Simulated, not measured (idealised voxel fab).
Title: Process Module voxel transistor to metal
Section shown: cut. Width: 145 nm. Cell size: 5 nm, square.
A cross-section is written here as square cells arranged in a grid, and it is given in bands from the top down, each band taking up one or more rows of cells. Top, bottom (nm), then materials left to right with widths (nm); lone material tagged "everywhere" fills the whole band edge to edge; "air" = empty space. Basically, 0 is our baseline, since under it the wafer straight out of the box is all one material. The bottom band has no lower end and keeps on going down, so it looks like "0 and below". You'd read "30 to 40" like this: the band's top row of cells is as wide as the first number, its bottom row is as wide as the second, and going down, every row changes width by the same amount as the row before did. What does "no alterations made" mean for a step? It means no cell of the cross-section changed in that step. For the entry "Closed void catalog", the listed items are empty spaces with no open way to the top whose size is 8 cells or more; each item follows the pattern width x height at distance, where distance is from the left edge and all three are in nm. Past the settings on a step's line: simulator remark, on that step. Steps that use a mask can have "overlay nm" on their line. It says how far the mask sat to the right of where it was meant to be. Negative means to the left.
# plan
1. RECEIVE: material Si
2. OXIDIZE: depth nm 5
3. CONFORMAL_DEP: material SiN, thk nm 10
4. MASKED_ETCH: tone cover, mask id ACTIVE, width nm 95, etch materials SiN, depth nm 10, overlay nm 0
5. MASKED_ETCH: tone cover, mask id ACTIVE, width nm 95, etch materials SiO2, depth nm 5, overlay nm 0
6. MASKED_ETCH: tone cover, mask id ACTIVE, width nm 95, etch materials Si, depth nm 20, overlay nm 0
7. FILL_DEP: material SiO2, thk nm 10
8. CMP: height nm 10
9. SELECTIVE_ETCH: etch materials SiO2, depth nm 5
10. STRIP: etch materials SiN
11. SELECTIVE_ETCH: etch materials SiO2, depth nm 5
12. OXIDIZE: depth nm 5
13. DIRECTIONAL_DEP: material polySi, thk nm 25
14. DIRECTIONAL_DEP: material SiCN, thk nm 10
15. MASKED_ETCH: tone cover, mask id GATE, width nm 25, etch materials SiCN, depth nm 20, overlay nm 0
16. MASKED_ETCH: tone cover, mask id GATE, width nm 25, etch materials polySi, depth nm 35, overlay nm 0
17. CONFORMAL_DEP: material SiN, thk nm 10
18. DIRECTIONAL_ETCH: etch materials SiN, depth nm 10
19. DIRECTIONAL_ETCH: etch materials SiO2, depth nm 5
20. DIRECTIONAL_ETCH: etch materials Si, depth nm 15
21. EPI: material SiGe, thk nm 20
22. FILL_DEP: material SiO2, thk nm 10
23. CMP: height nm 30
24. DIRECTIONAL_DEP: material SiO2, thk nm 15
25. DIRECTIONAL_DEP: material aC, thk nm 15
26. PATTERN: tone open, mask id CONTACT, material resist, width nm 25, pitch nm 60, thk nm 30, overlay nm 0
27. DIRECTIONAL_ETCH: etch materials aC, depth nm 15
28. STRIP: etch materials resist
29. DIRECTIONAL_ETCH: etch materials SiO2, depth nm 35
30. STRIP: etch materials aC
31. CONFORMAL_DEP: material TiN, thk nm 5
32. FILL_DEP: material Ru, thk nm 5
33. CMP: height nm 45
34. CONFORMAL_DEP: material SiN, thk nm 5
35. DIRECTIONAL_DEP: material SiO2, thk nm 20
36. PATTERN: tone open, mask id METAL_1, material resist, width nm 15, pitch nm 70, thk nm 15, overlay nm 0
37. DIRECTIONAL_ETCH: etch materials SiO2, depth nm 20
38. DIRECTIONAL_ETCH: etch materials SiN, depth nm 5
39. STRIP: etch materials resist
40. CONFORMAL_DEP: material TiN, thk nm 5
41. FILL_DEP: material W, thk nm 5
42. CMP: height nm 70
43. CONFORMAL_DEP: material SiCN, thk nm 5
# Concerning the first of two wafers, which was run in accordance with the plan
# Step 1 complete: cross-section of the wafer as received
0 and below | Si everywhere
Closed void catalog: none
# After step 2: wafer cross-section
0 down to -5 | SiO2 everywhere
Below -5, no change.
# After step 3: wafer cross-section
10 down to 0 | SiN everywhere
Below 0, no change.
# After step 4: wafer cross-section
10 down to 0 | air=25 | SiN=95 | air=25
Below 0, no change.
# After step 5: wafer cross-section
10 down to 0 | air=25 | SiN=95 | air=25
0 down to -5 | air=25 | SiO2=95 | air=25
Below -5, no change.
# After step 6: wafer cross-section
10 down to 0 | air=25 | SiN=95 | air=25
0 down to -5 | air=25 | SiO2=95 | air=25
-5 down to -25 | air=25 | Si=95 | air=25
Below -25, no change.
# After step 7: wafer cross-section
20 down to 10 | SiO2 everywhere
10 down to 0 | SiO2=25 | SiN=95 | SiO2=25
0 down to -5 | SiO2 everywhere
-5 down to -25 | SiO2=25 | Si=95 | SiO2=25
Below -25, no change.
# After step 8: wafer cross-section
10 down to 0 | SiO2=25 | SiN=95 | SiO2=25
Below 0, no change.
# After step 9: wafer cross-section
10 down to 5 | air=25 | SiN=95 | air=25
Below 5, no change.
# After step 10: wafer cross-section
5 down to 0 | SiO2=25 | air=95 | SiO2=25
Below 0, no change.
# After step 11: wafer cross-section
0 down to -5 | SiO2=20 | air=105 | SiO2=20
Below -5, no change.
# After step 12: wafer cross-section
0 down to -5 | SiO2=20 | air=105 | SiO2=20
-5 down to -10 | SiO2 everywhere
Below -10, no change.
# After step 13: wafer cross-section
25 down to 20 | polySi=20 | air=105 | polySi=20
20 down to 0 | polySi everywhere
0 down to -5 | SiO2=20 | polySi=105 | SiO2=20
Below -5, no change.
# After step 14: wafer cross-section
35 down to 30 | SiCN=20 | air=105 | SiCN=20
30 down to 25 | SiCN everywhere
25 down to 20 | polySi=20 | SiCN=105 | polySi=20
Below 20, no change.
# After step 15: wafer cross-section
30 down to 25 | air=60 | SiCN=25 | air=60
25 down to 20 | polySi=20 | air=40 | SiCN=25 | air=40 | polySi=20
Below 20, no change.
# After step 16: wafer cross-section
30 down to 20 | air=60 | SiCN=25 | air=60
20 down to 0 | air=60 | polySi=25 | air=60
0 down to -5 | SiO2=20 | air=40 | polySi=25 | air=40 | SiO2=20
Below -5, no change.
# After step 17: wafer cross-section
40 down to 30 | air=50 | SiN=45 | air=50
30 down to 20 | air=50 | SiN=10 | SiCN=25 | SiN=10 | air=50
20 down to 10 | air=50 | SiN=10 | polySi=25 | SiN=10 | air=50
10 down to 5 | SiN=30 | air=20 | SiN=10 | polySi=25 | SiN=10 | air=20 | SiN=30
5 down to 0 | SiN=60 | polySi=25 | SiN=60
0 down to -5 | SiO2=20 | SiN=40 | polySi=25 | SiN=40 | SiO2=20
Below -5, no change.
# After step 18: wafer cross-section
30 down to 20 | air=50 | SiN=10 | SiCN=25 | SiN=10 | air=50
20 down to 0 | air=50 | SiN=10 | polySi=25 | SiN=10 | air=50
0 down to -5 | SiO2=20 | SiN=10 | air=20 | SiN=10 | polySi=25 | SiN=10 | air=20 | SiN=10 | SiO2=20
Below -5, no change.
# After step 19: wafer cross-section
30 down to 20 | air=50 | SiN=10 | SiCN=25 | SiN=10 | air=50
20 down to 0 | air=50 | SiN=10 | polySi=25 | SiN=10 | air=50
0 down to -5 | air=20 | SiN=10 | air=20 | SiN=10 | polySi=25 | SiN=10 | air=20 | SiN=10 | air=20
-5 down to -10 | SiO2=30 | air=20 | SiO2=45 | air=20 | SiO2=30
Below -10, no change.
# After step 20: wafer cross-section
30 down to 20 | air=50 | SiN=10 | SiCN=25 | SiN=10 | air=50
20 down to 0 | air=50 | SiN=10 | polySi=25 | SiN=10 | air=50
0 down to -5 | air=20 | SiN=10 | air=20 | SiN=10 | polySi=25 | SiN=10 | air=20 | SiN=10 | air=20
-5 down to -10 | SiO2=30 | air=20 | SiO2=45 | air=20 | SiO2=30
-10 down to -25 | SiO2=25 | Si=5 | air=20 | Si=45 | air=20 | Si=5 | SiO2=25
Below -25, no change.
# After step 21: wafer cross-section
30 down to 20 | air=50 | SiN=10 | SiCN=25 | SiN=10 | air=50
20 down to 10 | air=50 | SiN=10 | polySi=25 | SiN=10 | air=50
10 down to 0 | air=20 | SiGe=30 | SiN=10 | polySi=25 | SiN=10 | SiGe=30 | air=20
0 down to -5 | air=20 | SiN=10 | SiGe=20 | SiN=10 | polySi=25 | SiN=10 | SiGe=20 | SiN=10 | air=20
-5 down to -10 | SiO2=30 | SiGe=20 | SiO2=45 | SiGe=20 | SiO2=30
-10 down to -25 | SiO2=25 | Si=5 | SiGe=20 | Si=45 | SiGe=20 | Si=5 | SiO2=25
Below -25, no change.
# After step 22: wafer cross-section
40 down to 30 | SiO2 everywhere
30 down to 20 | SiO2=50 | SiN=10 | SiCN=25 | SiN=10 | SiO2=50
20 down to 10 | SiO2=50 | SiN=10 | polySi=25 | SiN=10 | SiO2=50
10 down to 0 | SiO2=20 | SiGe=30 | SiN=10 | polySi=25 | SiN=10 | SiGe=30 | SiO2=20
0 down to -5 | SiO2=20 | SiN=10 | SiGe=20 | SiN=10 | polySi=25 | SiN=10 | SiGe=20 | SiN=10 | SiO2=20
Below -5, no change.
# After step 23: wafer cross-section
30 down to 20 | SiO2=50 | SiN=10 | SiCN=25 | SiN=10 | SiO2=50
Below 20, no change.
# After step 24: wafer cross-section
45 down to 30 | SiO2 everywhere
Below 30, no change.
# After step 25: wafer cross-section
60 down to 45 | aC everywhere
Below 45, no change.
# After step 26: wafer cross-section
90 down to 60 | resist=30 | air=25 | resist=35 | air=25 | resist=30
Below 60, no change.
# After step 27: wafer cross-section
75 down to 60 | resist=30 | air=25 | resist=35 | air=25 | resist=30
60 down to 45 | aC=30 | air=25 | aC=35 | air=25 | aC=30
Below 45, no change.
# After step 28: wafer cross-section
60 down to 45 | aC=30 | air=25 | aC=35 | air=25 | aC=30
Below 45, no change.
# After step 29: wafer cross-section
60 down to 45 | aC=30 | air=25 | aC=35 | air=25 | aC=30
45 down to 30 | SiO2=30 | air=25 | SiO2=35 | air=25 | SiO2=30
30 down to 20 | SiO2=30 | air=20 | SiN=10 | SiCN=25 | SiN=10 | air=20 | SiO2=30
20 down to 10 | SiO2=30 | air=20 | SiN=10 | polySi=25 | SiN=10 | air=20 | SiO2=30
Below 10, no change.
# After step 30: wafer cross-section
45 down to 30 | SiO2=30 | air=25 | SiO2=35 | air=25 | SiO2=30
Below 30, no change.
# After step 31: wafer cross-section
50 down to 45 | TiN=35 | air=15 | TiN=45 | air=15 | TiN=35
45 down to 35 | SiO2=30 | TiN=5 | air=15 | TiN=5 | SiO2=35 | TiN=5 | air=15 | TiN=5 | SiO2=30
35 down to 30 | SiO2=30 | TiN=5 | air=10 | TiN=10 | SiO2=35 | TiN=10 | air=10 | TiN=5 | SiO2=30
30 down to 20 | SiO2=30 | TiN=5 | air=10 | TiN=5 | SiN=10 | SiCN=25 | SiN=10 | TiN=5 | air=10 | TiN=5 | SiO2=30
20 down to 15 | SiO2=30 | TiN=5 | air=10 | TiN=5 | SiN=10 | polySi=25 | SiN=10 | TiN=5 | air=10 | TiN=5 | SiO2=30
15 down to 10 | SiO2=30 | TiN=20 | SiN=10 | polySi=25 | SiN=10 | TiN=20 | SiO2=30
Below 10, no change.
# After step 32: wafer cross-section
55 down to 50 | Ru everywhere
50 down to 45 | TiN=35 | Ru=15 | TiN=45 | Ru=15 | TiN=35
45 down to 35 | SiO2=30 | TiN=5 | Ru=15 | TiN=5 | SiO2=35 | TiN=5 | Ru=15 | TiN=5 | SiO2=30
35 down to 30 | SiO2=30 | TiN=5 | Ru=10 | TiN=10 | SiO2=35 | TiN=10 | Ru=10 | TiN=5 | SiO2=30
30 down to 20 | SiO2=30 | TiN=5 | Ru=10 | TiN=5 | SiN=10 | SiCN=25 | SiN=10 | TiN=5 | Ru=10 | TiN=5 | SiO2=30
20 down to 15 | SiO2=30 | TiN=5 | Ru=10 | TiN=5 | SiN=10 | polySi=25 | SiN=10 | TiN=5 | Ru=10 | TiN=5 | SiO2=30
Below 15, no change.
# After step 33: wafer cross-section
45 down to 35 | SiO2=30 | TiN=5 | Ru=15 | TiN=5 | SiO2=35 | TiN=5 | Ru=15 | TiN=5 | SiO2=30
Below 35, no change.
# After step 34: wafer cross-section
50 down to 45 | SiN everywhere
Below 45, no change.
# After step 35: wafer cross-section
70 down to 50 | SiO2 everywhere
Below 50, no change.
# After step 36: wafer cross-section
85 down to 70 | resist=30 | air=15 | resist=55 | air=15 | resist=30
Below 70, no change.
# After step 37: wafer cross-section
85 down to 70 | resist=30 | air=15 | resist=55 | air=15 | resist=30
70 down to 50 | SiO2=30 | air=15 | SiO2=55 | air=15 | SiO2=30
Below 50, no change.
# After step 38: wafer cross-section
85 down to 70 | resist=30 | air=15 | resist=55 | air=15 | resist=30
70 down to 50 | SiO2=30 | air=15 | SiO2=55 | air=15 | SiO2=30
50 down to 45 | SiN=30 | air=15 | SiN=55 | air=15 | SiN=30
Below 45, no change.
# After step 39: wafer cross-section
70 down to 50 | SiO2=30 | air=15 | SiO2=55 | air=15 | SiO2=30
Below 50, no change.
# After step 40: wafer cross-section
75 down to 70 | TiN=35 | air=5 | TiN=65 | air=5 | TiN=35
70 down to 50 | SiO2=30 | TiN=5 | air=5 | TiN=5 | SiO2=55 | TiN=5 | air=5 | TiN=5 | SiO2=30
50 down to 45 | SiN=30 | TiN=15 | SiN=55 | TiN=15 | SiN=30
Below 45, no change.
# After step 41: wafer cross-section
80 down to 75 | W everywhere
75 down to 70 | TiN=35 | W=5 | TiN=65 | W=5 | TiN=35
70 down to 50 | SiO2=30 | TiN=5 | W=5 | TiN=5 | SiO2=55 | TiN=5 | W=5 | TiN=5 | SiO2=30
Below 50, no change.
# After step 42: wafer cross-section
70 down to 50 | SiO2=30 | TiN=5 | W=5 | TiN=5 | SiO2=55 | TiN=5 | W=5 | TiN=5 | SiO2=30
Below 50, no change.
# After step 43: wafer cross-section
75 down to 70 | SiCN everywhere
Below 70, no change.
# Second wafer, same starting state and plan as the first, one mistake in the run, identical through step 3
# The second wafer cut through, at the time step 4 was supposed to be finished
10 down to 0 | air=25 | SiN=100 | air=20
Below 0, no change.
# The second wafer cut through, at the time step 5 was supposed to be finished
10 down to 0 | air=25 | SiN=100 | air=20
0 down to -5 | air=25 | SiO2=100 | air=20
Below -5, no change.
# The second wafer cut through, at the time step 6 was supposed to be finished
10 down to 0 | air=25 | SiN=100 | air=20
0 down to -5 | air=25 | SiO2=100 | air=20
-5 down to -25 | air=25 | Si=100 | air=20
Below -25, no change.
# The second wafer cut through, at the time step 7 was supposed to be finished
20 down to 10 | SiO2 everywhere
10 down to 0 | SiO2=25 | SiN=100 | SiO2=20
0 down to -5 | SiO2 everywhere
-5 down to -25 | SiO2=25 | Si=100 | SiO2=20
Below -25, no change.
# The second wafer cut through, at the time step 8 was supposed to be finished
10 down to 0 | SiO2=25 | SiN=100 | SiO2=20
Below 0, no change.
# The second wafer cut through, at the time step 9 was supposed to be finished
10 down to 5 | air=25 | SiN=100 | air=20
Below 5, no change.
# The second wafer cut through, at the time step 10 was supposed to be finished
5 down to 0 | SiO2=25 | air=100 | SiO2=20
Below 0, no change.
# The second wafer cut through, at the time step 11 was supposed to be finished
0 down to -5 | SiO2=20 | air=110 | SiO2=15
Below -5, no change.
# The second wafer cut through, at the time step 12 was supposed to be finished
0 down to -5 | SiO2=20 | air=110 | SiO2=15
-5 down to -10 | SiO2 everywhere
Below -10, no change.
# The second wafer cut through, at the time step 13 was supposed to be finished
25 down to 20 | polySi=20 | air=110 | polySi=15
20 down to 0 | polySi everywhere
0 down to -5 | SiO2=20 | polySi=110 | SiO2=15
Below -5, no change.
# The second wafer cut through, at the time step 14 was supposed to be finished
35 down to 30 | SiCN=20 | air=110 | SiCN=15
30 down to 25 | SiCN everywhere
25 down to 20 | polySi=20 | SiCN=110 | polySi=15
Below 20, no change.
# The second wafer cut through, at the time step 15 was supposed to be finished
30 down to 25 | air=60 | SiCN=25 | air=60
25 down to 20 | polySi=20 | air=40 | SiCN=25 | air=45 | polySi=15
Below 20, no change.
# The second wafer cut through, at the time step 16 was supposed to be finished
30 down to 20 | air=60 | SiCN=25 | air=60
20 down to 0 | air=60 | polySi=25 | air=60
0 down to -5 | SiO2=20 | air=40 | polySi=25 | air=45 | SiO2=15
Below -5, no change.
# The second wafer cut through, at the time step 17 was supposed to be finished
40 down to 30 | air=50 | SiN=45 | air=50
30 down to 20 | air=50 | SiN=10 | SiCN=25 | SiN=10 | air=50
20 down to 10 | air=50 | SiN=10 | polySi=25 | SiN=10 | air=50
10 down to 5 | SiN=30 | air=20 | SiN=10 | polySi=25 | SiN=10 | air=25 | SiN=25
5 down to 0 | SiN=60 | polySi=25 | SiN=60
0 down to -5 | SiO2=20 | SiN=40 | polySi=25 | SiN=45 | SiO2=15
Below -5, no change.
# The second wafer cut through, at the time step 18 was supposed to be finished
30 down to 20 | air=50 | SiN=10 | SiCN=25 | SiN=10 | air=50
20 down to 0 | air=50 | SiN=10 | polySi=25 | SiN=10 | air=50
0 down to -5 | SiO2=20 | SiN=10 | air=20 | SiN=10 | polySi=25 | SiN=10 | air=25 | SiN=10 | SiO2=15
Below -5, no change.
# The second wafer cut through, at the time step 19 was supposed to be finished
30 down to 20 | air=50 | SiN=10 | SiCN=25 | SiN=10 | air=50
20 down to 0 | air=50 | SiN=10 | polySi=25 | SiN=10 | air=50
0 down to -5 | air=20 | SiN=10 | air=20 | SiN=10 | polySi=25 | SiN=10 | air=25 | SiN=10 | air=15
-5 down to -10 | SiO2=30 | air=20 | SiO2=45 | air=25 | SiO2=25
Below -10, no change.
# The second wafer cut through, at the time step 20 was supposed to be finished
30 down to 20 | air=50 | SiN=10 | SiCN=25 | SiN=10 | air=50
20 down to 0 | air=50 | SiN=10 | polySi=25 | SiN=10 | air=50
0 down to -5 | air=20 | SiN=10 | air=20 | SiN=10 | polySi=25 | SiN=10 | air=25 | SiN=10 | air=15
-5 down to -10 | SiO2=30 | air=20 | SiO2=45 | air=25 | SiO2=25
-10 down to -25 | SiO2=25 | Si=5 | air=20 | Si=45 | air=25 | Si=5 | SiO2=20
Below -25, no change.
# The second wafer cut through, at the time step 21 was supposed to be finished
30 down to 20 | air=50 | SiN=10 | SiCN=25 | SiN=10 | air=50
20 down to 10 | air=50 | SiN=10 | polySi=25 | SiN=10 | air=50
10 down to 0 | air=20 | SiGe=30 | SiN=10 | polySi=25 | SiN=10 | SiGe=35 | air=15
0 down to -5 | air=20 | SiN=10 | SiGe=20 | SiN=10 | polySi=25 | SiN=10 | SiGe=25 | SiN=10 | air=15
-5 down to -10 | SiO2=30 | SiGe=20 | SiO2=45 | SiGe=25 | SiO2=25
-10 down to -25 | SiO2=25 | Si=5 | SiGe=20 | Si=45 | SiGe=25 | Si=5 | SiO2=20
Below -25, no change.
# The second wafer cut through, at the time step 22 was supposed to be finished
40 down to 30 | SiO2 everywhere
30 down to 20 | SiO2=50 | SiN=10 | SiCN=25 | SiN=10 | SiO2=50
20 down to 10 | SiO2=50 | SiN=10 | polySi=25 | SiN=10 | SiO2=50
10 down to 0 | SiO2=20 | SiGe=30 | SiN=10 | polySi=25 | SiN=10 | SiGe=35 | SiO2=15
0 down to -5 | SiO2=20 | SiN=10 | SiGe=20 | SiN=10 | polySi=25 | SiN=10 | SiGe=25 | SiN=10 | SiO2=15
Below -5, no change.
# The second wafer cut through, at the time step 23 was supposed to be finished
30 down to 20 | SiO2=50 | SiN=10 | SiCN=25 | SiN=10 | SiO2=50
Below 20, no change.
# The second wafer cut through, at the time step 24 was supposed to be finished
45 down to 30 | SiO2 everywhere
Below 30, no change.
# The second wafer cut through, at the time step 25 was supposed to be finished
60 down to 45 | aC everywhere
Below 45, no change.
# The second wafer cut through, at the time step 26 was supposed to be finished
90 down to 60 | resist=30 | air=25 | resist=35 | air=25 | resist=30
Below 60, no change.
# The second wafer cut through, at the time step 27 was supposed to be finished
75 down to 60 | resist=30 | air=25 | resist=35 | air=25 | resist=30
60 down to 45 | aC=30 | air=25 | aC=35 | air=25 | aC=30
Below 45, no change.
# The second wafer cut through, at the time step 28 was supposed to be finished
60 down to 45 | aC=30 | air=25 | aC=35 | air=25 | aC=30
Below 45, no change.
# The second wafer cut through, at the time step 29 was supposed to be finished
60 down to 45 | aC=30 | air=25 | aC=35 | air=25 | aC=30
45 down to 30 | SiO2=30 | air=25 | SiO2=35 | air=25 | SiO2=30
30 down to 20 | SiO2=30 | air=20 | SiN=10 | SiCN=25 | SiN=10 | air=20 | SiO2=30
20 down to 10 | SiO2=30 | air=20 | SiN=10 | polySi=25 | SiN=10 | air=20 | SiO2=30
Below 10, no change.
# The second wafer cut through, at the time step 30 was supposed to be finished
45 down to 30 | SiO2=30 | air=25 | SiO2=35 | air=25 | SiO2=30
Below 30, no change.
# The second wafer cut through, at the time step 31 was supposed to be finished
50 down to 45 | TiN=35 | air=15 | TiN=45 | air=15 | TiN=35
45 down to 35 | SiO2=30 | TiN=5 | air=15 | TiN=5 | SiO2=35 | TiN=5 | air=15 | TiN=5 | SiO2=30
35 down to 30 | SiO2=30 | TiN=5 | air=10 | TiN=10 | SiO2=35 | TiN=10 | air=10 | TiN=5 | SiO2=30
30 down to 20 | SiO2=30 | TiN=5 | air=10 | TiN=5 | SiN=10 | SiCN=25 | SiN=10 | TiN=5 | air=10 | TiN=5 | SiO2=30
20 down to 15 | SiO2=30 | TiN=5 | air=10 | TiN=5 | SiN=10 | polySi=25 | SiN=10 | TiN=5 | air=10 | TiN=5 | SiO2=30
15 down to 10 | SiO2=30 | TiN=20 | SiN=10 | polySi=25 | SiN=10 | TiN=20 | SiO2=30
Below 10, no change.
# The second wafer cut through, at the time step 32 was supposed to be finished
55 down to 50 | Ru everywhere
50 down to 45 | TiN=35 | Ru=15 | TiN=45 | Ru=15 | TiN=35
45 down to 35 | SiO2=30 | TiN=5 | Ru=15 | TiN=5 | SiO2=35 | TiN=5 | Ru=15 | TiN=5 | SiO2=30
35 down to 30 | SiO2=30 | TiN=5 | Ru=10 | TiN=10 | SiO2=35 | TiN=10 | Ru=10 | TiN=5 | SiO2=30
30 down to 20 | SiO2=30 | TiN=5 | Ru=10 | TiN=5 | SiN=10 | SiCN=25 | SiN=10 | TiN=5 | Ru=10 | TiN=5 | SiO2=30
20 down to 15 | SiO2=30 | TiN=5 | Ru=10 | TiN=5 | SiN=10 | polySi=25 | SiN=10 | TiN=5 | Ru=10 | TiN=5 | SiO2=30
Below 15, no change.
# The second wafer cut through, at the time step 33 was supposed to be finished
45 down to 35 | SiO2=30 | TiN=5 | Ru=15 | TiN=5 | SiO2=35 | TiN=5 | Ru=15 | TiN=5 | SiO2=30
Below 35, no change.
# The second wafer cut through, at the time step 34 was supposed to be finished
50 down to 45 | SiN everywhere
Below 45, no change.
# The second wafer cut through, at the time step 35 was supposed to be finished
70 down to 50 | SiO2 everywhere
Below 50, no change.
# The second wafer cut through, at the time step 36 was supposed to be finished
85 down to 70 | resist=30 | air=15 | resist=55 | air=15 | resist=30
Below 70, no change.
# The second wafer cut through, at the time step 37 was supposed to be finished
85 down to 70 | resist=30 | air=15 | resist=55 | air=15 | resist=30
70 down to 50 | SiO2=30 | air=15 | SiO2=55 | air=15 | SiO2=30
Below 50, no change.
# The second wafer cut through, at the time step 38 was supposed to be finished
85 down to 70 | resist=30 | air=15 | resist=55 | air=15 | resist=30
70 down to 50 | SiO2=30 | air=15 | SiO2=55 | air=15 | SiO2=30
50 down to 45 | SiN=30 | air=15 | SiN=55 | air=15 | SiN=30
Below 45, no change.
# The second wafer cut through, at the time step 39 was supposed to be finished
70 down to 50 | SiO2=30 | air=15 | SiO2=55 | air=15 | SiO2=30
Below 50, no change.
# The second wafer cut through, at the time step 40 was supposed to be finished
75 down to 70 | TiN=35 | air=5 | TiN=65 | air=5 | TiN=35
70 down to 50 | SiO2=30 | TiN=5 | air=5 | TiN=5 | SiO2=55 | TiN=5 | air=5 | TiN=5 | SiO2=30
50 down to 45 | SiN=30 | TiN=15 | SiN=55 | TiN=15 | SiN=30
Below 45, no change.
# The second wafer cut through, at the time step 41 was supposed to be finished
80 down to 75 | W everywhere
75 down to 70 | TiN=35 | W=5 | TiN=65 | W=5 | TiN=35
70 down to 50 | SiO2=30 | TiN=5 | W=5 | TiN=5 | SiO2=55 | TiN=5 | W=5 | TiN=5 | SiO2=30
Below 50, no change.
# The second wafer cut through, at the time step 42 was supposed to be finished
70 down to 50 | SiO2=30 | TiN=5 | W=5 | TiN=5 | SiO2=55 | TiN=5 | W=5 | TiN=5 | SiO2=30
Below 50, no change.
# The second wafer cut through, at the time step 43 was supposed to be finished
75 down to 70 | SiCN everywhere
Below 70, no change.
Plan not followed: note that step 4 departed from the planned setting and was carried out as MASKED_ETCH: tone cover, mask id ACTIVE, width nm 100, etch materials SiN, depth nm 10, overlay nm 0
Upon completion, the second wafer contains, in terms of cells, a greater or smaller amount of certain materials than the first wafer: 7 more of SiGe; 7 fewer of SiO2
